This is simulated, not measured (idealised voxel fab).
process module | voxel transistor to metal
cross-section cut | 185 nm wide | cells 5 nm
A cross-section is a grid of square cells, given in bands from the top down. A band is one or more rows of cells.
Each band's line starts with the height of the band's top and of its bottom, in nm. Then come its materials from left to right, each with its width in nm. One material with "throughout" fills the band from edge to edge. "air" is empty space.
Height 0 is the level under which the wafer as received is all one material. The lowest band goes on downwards, as in "0 down".
A width such as "30 to 40" changes by the same amount from each row of cells to the next, from the band's top row to its bottom row.
"no change" after a step means that no cell of the cross-section changed.
closed voids: empty space of 8 cells or more with no open way to the top, each as width x height at its distance from the left edge, in nm
after a step's settings: what the simulator itself notes on the step
overlay nm, on a step with a mask: how far to the right of its planned place the mask lay; to the left if negative
plan
1 op RECEIVE | material Si
2 op CONFORMAL_DEP | material SiO2 | thk nm 5
3 op CONFORMAL_DEP | material SiN | thk nm 10
4 op PATTERN | tone cover | mask id ACTIVE | material resist | width nm 115 | thk nm 15 | overlay nm 0
5 op DIRECTIONAL_ETCH | etch materials SiN | depth nm 10
6 op DIRECTIONAL_ETCH | etch materials SiO2 | depth nm 5
7 op DIRECTIONAL_ETCH | etch materials Si | depth nm 20
8 op STRIP | etch materials resist
9 op FILL_DEP | material SiO2 | thk nm 15
10 op CMP | height nm 15
11 op SELECTIVE_ETCH | etch materials SiO2 | depth nm 10
12 op STRIP | etch materials SiN
13 op SELECTIVE_ETCH | etch materials SiO2 | depth nm 5
14 op OXIDIZE | depth nm 5
15 op DIRECTIONAL_DEP | material polySi | thk nm 30
16 op DIRECTIONAL_DEP | material SiCN | thk nm 15
17 op MASKED_ETCH | tone cover | mask id GATE | width nm 25 | etch materials SiCN | depth nm 25 | overlay nm 0
18 op MASKED_ETCH | tone cover | mask id GATE | width nm 25 | etch materials polySi | depth nm 40 | overlay nm 0
19 op CONFORMAL_DEP | material SiO2 | thk nm 5
20 op DIRECTIONAL_ETCH | etch materials SiO2 | depth nm 5
21 op CONFORMAL_DEP | material SiN | thk nm 10
22 op DIRECTIONAL_ETCH | etch materials SiN | depth nm 10
23 op DIRECTIONAL_ETCH | etch materials SiO2 | depth nm 5
24 op DIRECTIONAL_ETCH | etch materials Si | depth nm 15
25 op EPI | material pSi | thk nm 15
26 op FILL_DEP | material SiO2 | thk nm 5
27 op CMP | height nm 30
28 op STRIP | etch materials polySi
29 op SELECTIVE_ETCH | etch materials SiO2 | depth nm 5
30 op CONFORMAL_DEP | material HfO2 | thk nm 5
31 op CONFORMAL_DEP | material TiN | thk nm 5
32 op FILL_DEP | material W | thk nm 5
33 op CMP | height nm 25
34 op DIRECTIONAL_DEP | material SiO2 | thk nm 10
35 op MASKED_ETCH | tone open | mask id CONTACT | width nm 15 | pitch nm 80 | etch materials SiO2 | depth nm 40 | overlay nm 0
36 op CONFORMAL_DEP | material TiN | thk nm 5
37 op FILL_DEP | material Ru | thk nm 10
38 op CMP | height nm 35
39 op CONFORMAL_DEP | material SiCN | thk nm 5
40 op DIRECTIONAL_DEP | material SiO2 | thk nm 15
41 op PATTERN | tone open | mask id METAL_1 | material resist | width nm 15 | pitch nm 80 | thk nm 20 | overlay nm 0
42 op DIRECTIONAL_ETCH | etch materials SiO2 | depth nm 15
43 op DIRECTIONAL_ETCH | etch materials SiCN | depth nm 5
44 op STRIP | etch materials resist
45 op CONFORMAL_DEP | material TiN | thk nm 5
46 op FILL_DEP | material Cu | thk nm 5
47 op CMP | height nm 55
48 op CONFORMAL_DEP | material SiN | thk nm 5
first wafer, as planned
as received, after step 1
  0 down: Si throughout
  closed voids: none
after step 2
  5 to 0: SiO2 throughout
  below 0: unchanged
after step 3
  15 to 5: SiN throughout
  below 5: unchanged
after step 4
  30 to 15: air 35 | resist 115 | air 35
  below 15: unchanged
after step 5
  30 to 15: air 35 | resist 115 | air 35
  15 to 5: air 35 | SiN 115 | air 35
  below 5: unchanged
after step 6
  30 to 15: air 35 | resist 115 | air 35
  15 to 5: air 35 | SiN 115 | air 35
  5 to 0: air 35 | SiO2 115 | air 35
  below 0: unchanged
after step 7
  30 to 15: air 35 | resist 115 | air 35
  15 to 5: air 35 | SiN 115 | air 35
  5 to 0: air 35 | SiO2 115 | air 35
  0 to -20: air 35 | Si 115 | air 35
  below -20: unchanged
after step 8
  15 to 5: air 35 | SiN 115 | air 35
  below 5: unchanged
after step 9
  30 to 15: SiO2 throughout
  15 to 5: SiO2 35 | SiN 115 | SiO2 35
  5 to 0: SiO2 throughout
  0 to -20: SiO2 35 | Si 115 | SiO2 35
  below -20: unchanged
after step 10
  15 to 5: SiO2 35 | SiN 115 | SiO2 35
  below 5: unchanged
after step 11
  15 to 5: air 35 | SiN 115 | air 35
  below 5: unchanged
after step 12
  5 to 0: SiO2 throughout
  below 0: unchanged
after step 13
  0 to -20: SiO2 35 | Si 115 | SiO2 35
  below -20: unchanged
after step 14
  0 to -5: SiO2 throughout
  below -5: unchanged
after step 15
  30 to 0: polySi throughout
  below 0: unchanged
after step 16
  45 to 30: SiCN throughout
  below 30: unchanged
after step 17
  45 to 30: air 80 | SiCN 25 | air 80
  below 30: unchanged
after step 18
  45 to 30: air 80 | SiCN 25 | air 80
  30 to 0: air 80 | polySi 25 | air 80
  below 0: unchanged
after step 19
  50 to 45: air 75 | SiO2 35 | air 75
  45 to 30: air 75 | SiO2 5 | SiCN 25 | SiO2 5 | air 75
  30 to 5: air 75 | SiO2 5 | polySi 25 | SiO2 5 | air 75
  5 to 0: SiO2 80 | polySi 25 | SiO2 80
  below 0: unchanged
after step 20
  45 to 30: air 75 | SiO2 5 | SiCN 25 | SiO2 5 | air 75
  30 to 0: air 75 | SiO2 5 | polySi 25 | SiO2 5 | air 75
  below 0: unchanged
after step 21
  55 to 45: air 65 | SiN 55 | air 65
  45 to 30: air 65 | SiN 10 | SiO2 5 | SiCN 25 | SiO2 5 | SiN 10 | air 65
  30 to 10: air 65 | SiN 10 | SiO2 5 | polySi 25 | SiO2 5 | SiN 10 | air 65
  10 to 0: SiN 75 | SiO2 5 | polySi 25 | SiO2 5 | SiN 75
  below 0: unchanged
after step 22
  45 to 30: air 65 | SiN 10 | SiO2 5 | SiCN 25 | SiO2 5 | SiN 10 | air 65
  30 to 0: air 65 | SiN 10 | SiO2 5 | polySi 25 | SiO2 5 | SiN 10 | air 65
  below 0: unchanged
after step 23
  45 to 40: air 65 | SiN 10 | air 5 | SiCN 25 | air 5 | SiN 10 | air 65
  40 to 30: air 65 | SiN 10 | SiO2 5 | SiCN 25 | SiO2 5 | SiN 10 | air 65
  30 to 0: air 65 | SiN 10 | SiO2 5 | polySi 25 | SiO2 5 | SiN 10 | air 65
  0 to -5: air 65 | SiO2 55 | air 65
  below -5: unchanged
after step 24
  45 to 40: air 65 | SiN 10 | air 5 | SiCN 25 | air 5 | SiN 10 | air 65
  40 to 30: air 65 | SiN 10 | SiO2 5 | SiCN 25 | SiO2 5 | SiN 10 | air 65
  30 to 0: air 65 | SiN 10 | SiO2 5 | polySi 25 | SiO2 5 | SiN 10 | air 65
  0 to -5: air 65 | SiO2 55 | air 65
  -5 to -20: SiO2 35 | air 30 | Si 55 | air 30 | SiO2 35
  below -20: unchanged
after step 25
  45 to 40: air 65 | SiN 10 | air 5 | SiCN 25 | air 5 | SiN 10 | air 65
  40 to 30: air 65 | SiN 10 | SiO2 5 | SiCN 25 | SiO2 5 | SiN 10 | air 65
  30 to 10: air 65 | SiN 10 | SiO2 5 | polySi 25 | SiO2 5 | SiN 10 | air 65
  10 to 0: air 50 | pSi 15 | SiN 10 | SiO2 5 | polySi 25 | SiO2 5 | SiN 10 | pSi 15 | air 50
  0 to -5: air 50 | pSi 15 | SiO2 55 | pSi 15 | air 50
  -5 to -20: SiO2 35 | pSi 30 | Si 55 | pSi 30 | SiO2 35
  below -20: unchanged
after step 26
  50 to 45: SiO2 throughout
  45 to 30: SiO2 65 | SiN 10 | SiO2 5 | SiCN 25 | SiO2 5 | SiN 10 | SiO2 65
  30 to 10: SiO2 65 | SiN 10 | SiO2 5 | polySi 25 | SiO2 5 | SiN 10 | SiO2 65
  10 to 0: SiO2 50 | pSi 15 | SiN 10 | SiO2 5 | polySi 25 | SiO2 5 | SiN 10 | pSi 15 | SiO2 50
  0 to -5: SiO2 50 | pSi 15 | SiO2 55 | pSi 15 | SiO2 50
  below -5: unchanged
after step 27
  30 to 10: SiO2 65 | SiN 10 | SiO2 5 | polySi 25 | SiO2 5 | SiN 10 | SiO2 65
  below 10: unchanged
after step 28
  30 to 10: SiO2 65 | SiN 10 | SiO2 5 | air 25 | SiO2 5 | SiN 10 | SiO2 65
  10 to 0: SiO2 50 | pSi 15 | SiN 10 | SiO2 5 | air 25 | SiO2 5 | SiN 10 | pSi 15 | SiO2 50
  below 0: unchanged
after step 29
  30 to 25: air 65 | SiN 10 | air 35 | SiN 10 | air 65
  25 to 10: SiO2 65 | SiN 10 | air 35 | SiN 10 | SiO2 65
  10 to 0: SiO2 50 | pSi 15 | SiN 10 | air 35 | SiN 10 | pSi 15 | SiO2 50
  0 to -5: SiO2 50 | pSi 15 | SiO2 10 | air 35 | SiO2 10 | pSi 15 | SiO2 50
  below -5: unchanged
after step 30
  35 to 30: air 60 | HfO2 20 | air 25 | HfO2 20 | air 60
  30 to 25: HfO2 65 | SiN 10 | HfO2 5 | air 25 | HfO2 5 | SiN 10 | HfO2 65
  25 to 10: SiO2 65 | SiN 10 | HfO2 5 | air 25 | HfO2 5 | SiN 10 | SiO2 65
  10 to 0: SiO2 50 | pSi 15 | SiN 10 | HfO2 5 | air 25 | HfO2 5 | SiN 10 | pSi 15 | SiO2 50
  0 to -5: SiO2 50 | pSi 15 | SiO2 10 | HfO2 35 | SiO2 10 | pSi 15 | SiO2 50
  below -5: unchanged
after step 31
  40 to 35: air 55 | TiN 30 | air 15 | TiN 30 | air 55
  35 to 30: TiN 60 | HfO2 20 | TiN 5 | air 15 | TiN 5 | HfO2 20 | TiN 60
  30 to 25: HfO2 65 | SiN 10 | HfO2 5 | TiN 5 | air 15 | TiN 5 | HfO2 5 | SiN 10 | HfO2 65
  25 to 10: SiO2 65 | SiN 10 | HfO2 5 | TiN 5 | air 15 | TiN 5 | HfO2 5 | SiN 10 | SiO2 65
  10 to 5: SiO2 50 | pSi 15 | SiN 10 | HfO2 5 | TiN 5 | air 15 | TiN 5 | HfO2 5 | SiN 10 | pSi 15 | SiO2 50
  5 to 0: SiO2 50 | pSi 15 | SiN 10 | HfO2 5 | TiN 25 | HfO2 5 | SiN 10 | pSi 15 | SiO2 50
  below 0: unchanged
after step 32
  45 to 40: W throughout
  40 to 35: W 55 | TiN 30 | W 15 | TiN 30 | W 55
  35 to 30: TiN 60 | HfO2 20 | TiN 5 | W 15 | TiN 5 | HfO2 20 | TiN 60
  30 to 25: HfO2 65 | SiN 10 | HfO2 5 | TiN 5 | W 15 | TiN 5 | HfO2 5 | SiN 10 | HfO2 65
  25 to 10: SiO2 65 | SiN 10 | HfO2 5 | TiN 5 | W 15 | TiN 5 | HfO2 5 | SiN 10 | SiO2 65
  10 to 5: SiO2 50 | pSi 15 | SiN 10 | HfO2 5 | TiN 5 | W 15 | TiN 5 | HfO2 5 | SiN 10 | pSi 15 | SiO2 50
  below 5: unchanged
after step 33
  25 to 10: SiO2 65 | SiN 10 | HfO2 5 | TiN 5 | W 15 | TiN 5 | HfO2 5 | SiN 10 | SiO2 65
  below 10: unchanged
after step 34
  35 to 25: SiO2 throughout
  below 25: unchanged
after step 35
  35 to 25: SiO2 45 | air 15 | SiO2 65 | air 15 | SiO2 45
  25 to 10: SiO2 45 | air 15 | SiO2 5 | SiN 10 | HfO2 5 | TiN 5 | W 15 | TiN 5 | HfO2 5 | SiN 10 | SiO2 5 | air 15 | SiO2 45
  10 to 5: SiO2 45 | air 5 | pSi 15 | SiN 10 | HfO2 5 | TiN 5 | W 15 | TiN 5 | HfO2 5 | SiN 10 | pSi 15 | air 5 | SiO2 45
  5 to 0: SiO2 45 | air 5 | pSi 15 | SiN 10 | HfO2 5 | TiN 25 | HfO2 5 | SiN 10 | pSi 15 | air 5 | SiO2 45
  0 to -5: SiO2 45 | air 5 | pSi 15 | SiO2 10 | HfO2 35 | SiO2 10 | pSi 15 | air 5 | SiO2 45
  below -5: unchanged
after step 36
  40 to 35: TiN 50 | air 5 | TiN 75 | air 5 | TiN 50
  35 to 25: SiO2 45 | TiN 5 | air 5 | TiN 5 | SiO2 65 | TiN 5 | air 5 | TiN 5 | SiO2 45
  25 to 15: SiO2 45 | TiN 5 | air 5 | TiN 5 | SiO2 5 | SiN 10 | HfO2 5 | TiN 5 | W 15 | TiN 5 | HfO2 5 | SiN 10 | SiO2 5 | TiN 5 | air 5 | TiN 5 | SiO2 45
  15 to 10: SiO2 45 | TiN 15 | SiO2 5 | SiN 10 | HfO2 5 | TiN 5 | W 15 | TiN 5 | HfO2 5 | SiN 10 | SiO2 5 | TiN 15 | SiO2 45
  10 to 5: SiO2 45 | TiN 5 | pSi 15 | SiN 10 | HfO2 5 | TiN 5 | W 15 | TiN 5 | HfO2 5 | SiN 10 | pSi 15 | TiN 5 | SiO2 45
  5 to 0: SiO2 45 | TiN 5 | pSi 15 | SiN 10 | HfO2 5 | TiN 25 | HfO2 5 | SiN 10 | pSi 15 | TiN 5 | SiO2 45
  0 to -5: SiO2 45 | TiN 5 | pSi 15 | SiO2 10 | HfO2 35 | SiO2 10 | pSi 15 | TiN 5 | SiO2 45
  below -5: unchanged
after step 37
  50 to 40: Ru throughout
  40 to 35: TiN 50 | Ru 5 | TiN 75 | Ru 5 | TiN 50
  35 to 25: SiO2 45 | TiN 5 | Ru 5 | TiN 5 | SiO2 65 | TiN 5 | Ru 5 | TiN 5 | SiO2 45
  25 to 15: SiO2 45 | TiN 5 | Ru 5 | TiN 5 | SiO2 5 | SiN 10 | HfO2 5 | TiN 5 | W 15 | TiN 5 | HfO2 5 | SiN 10 | SiO2 5 | TiN 5 | Ru 5 | TiN 5 | SiO2 45
  below 15: unchanged
after step 38
  35 to 25: SiO2 45 | TiN 5 | Ru 5 | TiN 5 | SiO2 65 | TiN 5 | Ru 5 | TiN 5 | SiO2 45
  below 25: unchanged
after step 39
  40 to 35: SiCN throughout
  below 35: unchanged
after step 40
  55 to 40: SiO2 throughout
  below 40: unchanged
after step 41
  75 to 55: resist 45 | air 15 | resist 65 | air 15 | resist 45
  below 55: unchanged
after step 42
  75 to 55: resist 45 | air 15 | resist 65 | air 15 | resist 45
  55 to 40: SiO2 45 | air 15 | SiO2 65 | air 15 | SiO2 45
  below 40: unchanged
after step 43
  75 to 55: resist 45 | air 15 | resist 65 | air 15 | resist 45
  55 to 40: SiO2 45 | air 15 | SiO2 65 | air 15 | SiO2 45
  40 to 35: SiCN 45 | air 15 | SiCN 65 | air 15 | SiCN 45
  below 35: unchanged
after step 44
  55 to 40: SiO2 45 | air 15 | SiO2 65 | air 15 | SiO2 45
  below 40: unchanged
after step 45
  60 to 55: TiN 50 | air 5 | TiN 75 | air 5 | TiN 50
  55 to 40: SiO2 45 | TiN 5 | air 5 | TiN 5 | SiO2 65 | TiN 5 | air 5 | TiN 5 | SiO2 45
  40 to 35: SiCN 45 | TiN 15 | SiCN 65 | TiN 15 | SiCN 45
  below 35: unchanged
after step 46
  65 to 60: Cu throughout
  60 to 55: TiN 50 | Cu 5 | TiN 75 | Cu 5 | TiN 50
  55 to 40: SiO2 45 | TiN 5 | Cu 5 | TiN 5 | SiO2 65 | TiN 5 | Cu 5 | TiN 5 | SiO2 45
  below 40: unchanged
after step 47
  55 to 40: SiO2 45 | TiN 5 | Cu 5 | TiN 5 | SiO2 65 | TiN 5 | Cu 5 | TiN 5 | SiO2 45
  below 40: unchanged
after step 48
  60 to 55: SiN throughout
  below 55: unchanged
second wafer: like start, like plan, one mistake. Through step 37 it matches the first wafer
when step 38 should have ended: no change
when step 39 should have ended
  55 to 50: SiCN throughout
  below 50: unchanged
when step 40 should have ended
  70 to 55: SiO2 throughout
  below 55: unchanged
when step 41 should have ended
  90 to 70: resist 45 | air 15 | resist 65 | air 15 | resist 45
  below 70: unchanged
when step 42 should have ended
  90 to 70: resist 45 | air 15 | resist 65 | air 15 | resist 45
  70 to 55: SiO2 45 | air 15 | SiO2 65 | air 15 | SiO2 45
  below 55: unchanged
when step 43 should have ended
  90 to 70: resist 45 | air 15 | resist 65 | air 15 | resist 45
  70 to 55: SiO2 45 | air 15 | SiO2 65 | air 15 | SiO2 45
  55 to 50: SiCN 45 | air 15 | SiCN 65 | air 15 | SiCN 45
  below 50: unchanged
when step 44 should have ended
  70 to 55: SiO2 45 | air 15 | SiO2 65 | air 15 | SiO2 45
  below 55: unchanged
when step 45 should have ended
  75 to 70: TiN 50 | air 5 | TiN 75 | air 5 | TiN 50
  70 to 55: SiO2 45 | TiN 5 | air 5 | TiN 5 | SiO2 65 | TiN 5 | air 5 | TiN 5 | SiO2 45
  55 to 50: SiCN 45 | TiN 15 | SiCN 65 | TiN 15 | SiCN 45
  below 50: unchanged
when step 46 should have ended
  80 to 75: Cu throughout
  75 to 70: TiN 50 | Cu 5 | TiN 75 | Cu 5 | TiN 50
  70 to 55: SiO2 45 | TiN 5 | Cu 5 | TiN 5 | SiO2 65 | TiN 5 | Cu 5 | TiN 5 | SiO2 45
  below 55: unchanged
when step 47 should have ended
  55 to 50: SiCN 45 | TiN 15 | SiCN 65 | TiN 15 | SiCN 45
  below 50: unchanged
when step 48 should have ended
  60 to 55: SiN throughout
  below 55: unchanged
what went wrong: step 38 was left out
at the end the second wafer has, in cells: 6 fewer of Cu | 76 more of Ru | 93 fewer of SiO2 | 23 more of TiN
